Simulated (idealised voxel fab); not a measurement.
This section sets out a process module, namely voxel gate over fins.
Cross-sectional view cut (width: 240 nm; square cell size: 5 nm).
The cross-sections in this document take the form of a grid made of square cells. They are written out as bands, in order from top to bottom. Each band consists of one or more rows of cells. The entry gives the band's vertical extent as a top height and a bottom height in nm, then its horizontal make-up as materials from left to right, each with a width in nm. "empty" stands for empty space; a single material marked "edge to edge" fills the band edge to edge. Height datum 0, below which the as-received substrate wafer is one material. Lowest band open at the bottom, running downward: "0 nm and below". The two numbers in a width such as "30->40" mark its ends across the band: the first belongs to the top row of cells, the second to the bottom row, and from each row to the next the width moves by the same amount. "no alterations made" -> step changed no cross-section cell. Reported under the label "Voids lacking openings" are the empty spaces having no open way to the top and comprising 8 cells or more; the notation for each is width x height at distance, in which the distance is measured from the left edge and all three values are in nm. What comes after the settings on a step's line is commentary from the simulator itself on that step. The optional step-line setting "overlay nm" applies to steps with a mask and quantifies how far to the right of its planned location the mask lay, a negative value indicating leftward placement.

# Set out below are the planned steps of the process
1) RECEIVE (material Si)
2) CONFORMAL_DEP (material SiN; thk nm 5)
3) DIRECTIONAL_DEP (material aC; thk nm 10)
4) PATTERN (tone cover; mask id FINS; material resist; width nm 15; pitch nm 40; thk nm 30; overlay nm 0)
5) DIRECTIONAL_ETCH (etch materials aC; depth nm 10)
6) STRIP (etch materials resist)
7) DIRECTIONAL_ETCH (etch materials SiN; depth nm 5)
8) DIRECTIONAL_ETCH (etch materials Si; depth nm 40)
9) STRIP (etch materials aC)
10) OXIDIZE (depth nm 5)
11) FILL_DEP (material SiO2; thk nm 5)
12) CMP (height nm 5)
13) SELECTIVE_ETCH (etch materials SiO2; depth nm 15)
14) STRIP (etch materials SiN)
15) CONFORMAL_DEP (material HfO2; thk nm 5)
16) CONFORMAL_DEP (material TiN; thk nm 5)
17) FILL_DEP (material W; thk nm 15)
18) CMP (height nm 20)
19) CONFORMAL_DEP (material SiN; thk nm 10)

# The first of a set of two wafers, run to plan

# Step 1 complete: cross-section of the wafer as received
	0 nm and below | Si edge to edge
	Voids lacking openings: none

# Wafer after step 2 (cross-section)
	5 nm to 0 nm | SiN edge to edge
	Note: structure below 0 unchanged.

# Wafer after step 3 (cross-section)
	15 nm to 5 nm | aC edge to edge
	Note: structure below 5 unchanged.

# Wafer after step 4 (cross-section)
	45 nm to 15 nm | empty (70), resist (15), empty (25), resist (15), empty (25), resist (15), empty (75)
	Note: structure below 15 unchanged.

# Wafer after step 5 (cross-section)
	35 nm to 15 nm | empty (70), resist (15), empty (25), resist (15), empty (25), resist (15), empty (75)
	15 nm to 5 nm | empty (70), aC (15), empty (25), aC (15), empty (25), aC (15), empty (75)
	Note: structure below 5 unchanged.

# Wafer after step 6 (cross-section)
	15 nm to 5 nm | empty (70), aC (15), empty (25), aC (15), empty (25), aC (15), empty (75)
	Note: structure below 5 unchanged.

# Wafer after step 7 (cross-section)
	15 nm to 5 nm | empty (70), aC (15), empty (25), aC (15), empty (25), aC (15), empty (75)
	5 nm to 0 nm | empty (70), SiN (15), empty (25), SiN (15), empty (25), SiN (15), empty (75)
	Note: structure below 0 unchanged.

# Wafer after step 8 (cross-section)
	15 nm to 5 nm | empty (70), aC (15), empty (25), aC (15), empty (25), aC (15), empty (75)
	5 nm to 0 nm | empty (70), SiN (15), empty (25), SiN (15), empty (25), SiN (15), empty (75)
	0 nm to -40 nm | empty (70), Si (15), empty (25), Si (15), empty (25), Si (15), empty (75)
	Note: structure below -40 unchanged.

# Wafer after step 9 (cross-section)
	5 nm to 0 nm | empty (70), SiN (15), empty (25), SiN (15), empty (25), SiN (15), empty (75)
	Note: structure below 0 unchanged.

# Wafer after step 10 (cross-section)
	5 nm to 0 nm | empty (70), SiN (15), empty (25), SiN (15), empty (25), SiN (15), empty (75)
	0 nm to -40 nm | empty (70), SiO2 (5), Si (5), SiO2 (5), empty (25), SiO2 (5), Si (5), SiO2 (5), empty (25), SiO2 (5), Si (5), SiO2 (5), empty (75)
	-40 nm to -45 nm | SiO2 (75), Si (5), SiO2 (35), Si (5), SiO2 (35), Si (5), SiO2 (80)
	Note: structure below -45 unchanged.

# Wafer after step 11 (cross-section)
	10 nm to 5 nm | SiO2 edge to edge
	5 nm to 0 nm | SiO2 (70), SiN (15), SiO2 (25), SiN (15), SiO2 (25), SiN (15), SiO2 (75)
	0 nm to -45 nm | SiO2 (75), Si (5), SiO2 (35), Si (5), SiO2 (35), Si (5), SiO2 (80)
	Note: structure below -45 unchanged.

# Wafer after step 12 (cross-section)
	5 nm to 0 nm | SiO2 (70), SiN (15), SiO2 (25), SiN (15), SiO2 (25), SiN (15), SiO2 (75)
	Note: structure below 0 unchanged.

# Wafer after step 13 (cross-section)
	5 nm to 0 nm | empty (70), SiN (15), empty (25), SiN (15), empty (25), SiN (15), empty (75)
	0 nm to -10 nm | empty (75), Si (5), empty (35), Si (5), empty (35), Si (5), empty (80)
	Note: structure below -10 unchanged.

# Wafer after step 14 (cross-section)
	0 nm to -10 nm | empty (75), Si (5), empty (35), Si (5), empty (35), Si (5), empty (80)
	Note: structure below -10 unchanged.

# Wafer after step 15 (cross-section)
	5 nm to 0 nm | empty (70), HfO2 (15), empty (25), HfO2 (15), empty (25), HfO2 (15), empty (75)
	0 nm to -5 nm | empty (70), HfO2 (5), Si (5), HfO2 (5), empty (25), HfO2 (5), Si (5), HfO2 (5), empty (25), HfO2 (5), Si (5), HfO2 (5), empty (75)
	-5 nm to -10 nm | HfO2 (75), Si (5), HfO2 (35), Si (5), HfO2 (35), Si (5), HfO2 (80)
	Note: structure below -10 unchanged.

# Wafer after step 16 (cross-section)
	10 nm to 5 nm | empty (65), TiN (25), empty (15), TiN (25), empty (15), TiN (25), empty (70)
	5 nm to 0 nm | empty (65), TiN (5), HfO2 (15), TiN (5), empty (15), TiN (5), HfO2 (15), TiN (5), empty (15), TiN (5), HfO2 (15), TiN (5), empty (70)
	0 nm to -5 nm | TiN (70), HfO2 (5), Si (5), HfO2 (5), TiN (25), HfO2 (5), Si (5), HfO2 (5), TiN (25), HfO2 (5), Si (5), HfO2 (5), TiN (75)
	Note: structure below -5 unchanged.

# Wafer after step 17 (cross-section)
	25 nm to 10 nm | W edge to edge
	10 nm to 5 nm | W (65), TiN (25), W (15), TiN (25), W (15), TiN (25), W (70)
	5 nm to 0 nm | W (65), TiN (5), HfO2 (15), TiN (5), W (15), TiN (5), HfO2 (15), TiN (5), W (15), TiN (5), HfO2 (15), TiN (5), W (70)
	Note: structure below 0 unchanged.

# Wafer after step 18 (cross-section)
	20 nm to 10 nm | W edge to edge
	Note: structure below 10 unchanged.

# Wafer after step 19 (cross-section)
	30 nm to 20 nm | SiN edge to edge
	Note: structure below 20 unchanged.

# Wafer two: like wafer one in start and plan, but with one mistake in execution; identical up to and including step 3

# Second wafer, cross-section, planned end of step 4
	45 nm to 15 nm | empty (75), resist (15), empty (25), resist (15), empty (25), resist (15), empty (70)
	Note: structure below 15 unchanged.

# Second wafer, cross-section, planned end of step 5
	35 nm to 15 nm | empty (75), resist (15), empty (25), resist (15), empty (25), resist (15), empty (70)
	15 nm to 5 nm | empty (75), aC (15), empty (25), aC (15), empty (25), aC (15), empty (70)
	Note: structure below 5 unchanged.

# Second wafer, cross-section, planned end of step 6
	15 nm to 5 nm | empty (75), aC (15), empty (25), aC (15), empty (25), aC (15), empty (70)
	Note: structure below 5 unchanged.

# Second wafer, cross-section, planned end of step 7
	15 nm to 5 nm | empty (75), aC (15), empty (25), aC (15), empty (25), aC (15), empty (70)
	5 nm to 0 nm | empty (75), SiN (15), empty (25), SiN (15), empty (25), SiN (15), empty (70)
	Note: structure below 0 unchanged.

# Second wafer, cross-section, planned end of step 8
	15 nm to 5 nm | empty (75), aC (15), empty (25), aC (15), empty (25), aC (15), empty (70)
	5 nm to 0 nm | empty (75), SiN (15), empty (25), SiN (15), empty (25), SiN (15), empty (70)
	0 nm to -40 nm | empty (75), Si (15), empty (25), Si (15), empty (25), Si (15), empty (70)
	Note: structure below -40 unchanged.

# Second wafer, cross-section, planned end of step 9
	5 nm to 0 nm | empty (75), SiN (15), empty (25), SiN (15), empty (25), SiN (15), empty (70)
	Note: structure below 0 unchanged.

# Second wafer, cross-section, planned end of step 10
	5 nm to 0 nm | empty (75), SiN (15), empty (25), SiN (15), empty (25), SiN (15), empty (70)
	0 nm to -40 nm | empty (75), SiO2 (5), Si (5), SiO2 (5), empty (25), SiO2 (5), Si (5), SiO2 (5), empty (25), SiO2 (5), Si (5), SiO2 (5), empty (70)
	-40 nm to -45 nm | SiO2 (80), Si (5), SiO2 (35), Si (5), SiO2 (35), Si (5), SiO2 (75)
	Note: structure below -45 unchanged.

# Second wafer, cross-section, planned end of step 11
	10 nm to 5 nm | SiO2 edge to edge
	5 nm to 0 nm | SiO2 (75), SiN (15), SiO2 (25), SiN (15), SiO2 (25), SiN (15), SiO2 (70)
	0 nm to -45 nm | SiO2 (80), Si (5), SiO2 (35), Si (5), SiO2 (35), Si (5), SiO2 (75)
	Note: structure below -45 unchanged.

# Second wafer, cross-section, planned end of step 12
	5 nm to 0 nm | SiO2 (75), SiN (15), SiO2 (25), SiN (15), SiO2 (25), SiN (15), SiO2 (70)
	Note: structure below 0 unchanged.

# Second wafer, cross-section, planned end of step 13
	5 nm to 0 nm | empty (75), SiN (15), empty (25), SiN (15), empty (25), SiN (15), empty (70)
	0 nm to -10 nm | empty (80), Si (5), empty (35), Si (5), empty (35), Si (5), empty (75)
	Note: structure below -10 unchanged.

# Second wafer, cross-section, planned end of step 14
	0 nm to -10 nm | empty (80), Si (5), empty (35), Si (5), empty (35), Si (5), empty (75)
	Note: structure below -10 unchanged.

# Second wafer, cross-section, planned end of step 15
	5 nm to 0 nm | empty (75), HfO2 (15), empty (25), HfO2 (15), empty (25), HfO2 (15), empty (70)
	0 nm to -5 nm | empty (75), HfO2 (5), Si (5), HfO2 (5), empty (25), HfO2 (5), Si (5), HfO2 (5), empty (25), HfO2 (5), Si (5), HfO2 (5), empty (70)
	-5 nm to -10 nm | HfO2 (80), Si (5), HfO2 (35), Si (5), HfO2 (35), Si (5), HfO2 (75)
	Note: structure below -10 unchanged.

# Second wafer, cross-section, planned end of step 16
	10 nm to 5 nm | empty (70), TiN (25), empty (15), TiN (25), empty (15), TiN (25), empty (65)
	5 nm to 0 nm | empty (70), TiN (5), HfO2 (15), TiN (5), empty (15), TiN (5), HfO2 (15), TiN (5), empty (15), TiN (5), HfO2 (15), TiN (5), empty (65)
	0 nm to -5 nm | TiN (75), HfO2 (5), Si (5), HfO2 (5), TiN (25), HfO2 (5), Si (5), HfO2 (5), TiN (25), HfO2 (5), Si (5), HfO2 (5), TiN (70)
	Note: structure below -5 unchanged.

# Second wafer, cross-section, planned end of step 17
	25 nm to 10 nm | W edge to edge
	10 nm to 5 nm | W (70), TiN (25), W (15), TiN (25), W (15), TiN (25), W (65)
	5 nm to 0 nm | W (70), TiN (5), HfO2 (15), TiN (5), W (15), TiN (5), HfO2 (15), TiN (5), W (15), TiN (5), HfO2 (15), TiN (5), W (65)
	Note: structure below 0 unchanged.

# Second wafer, cross-section, planned end of step 18
	20 nm to 10 nm | W edge to edge
	Note: structure below 10 unchanged.

# Second wafer, cross-section, planned end of step 19
	30 nm to 20 nm | SiN edge to edge
	Note: structure below 20 unchanged.
what went wrong: step 4 ran with different settings than intended, the actual operation and settings being PATTERN (tone cover; mask id FINS; material resist; width nm 15; pitch nm 40; thk nm 30; overlay nm 5)
At the close, every material occupies the same number of cells on the second wafer as on the first, only in different positions.
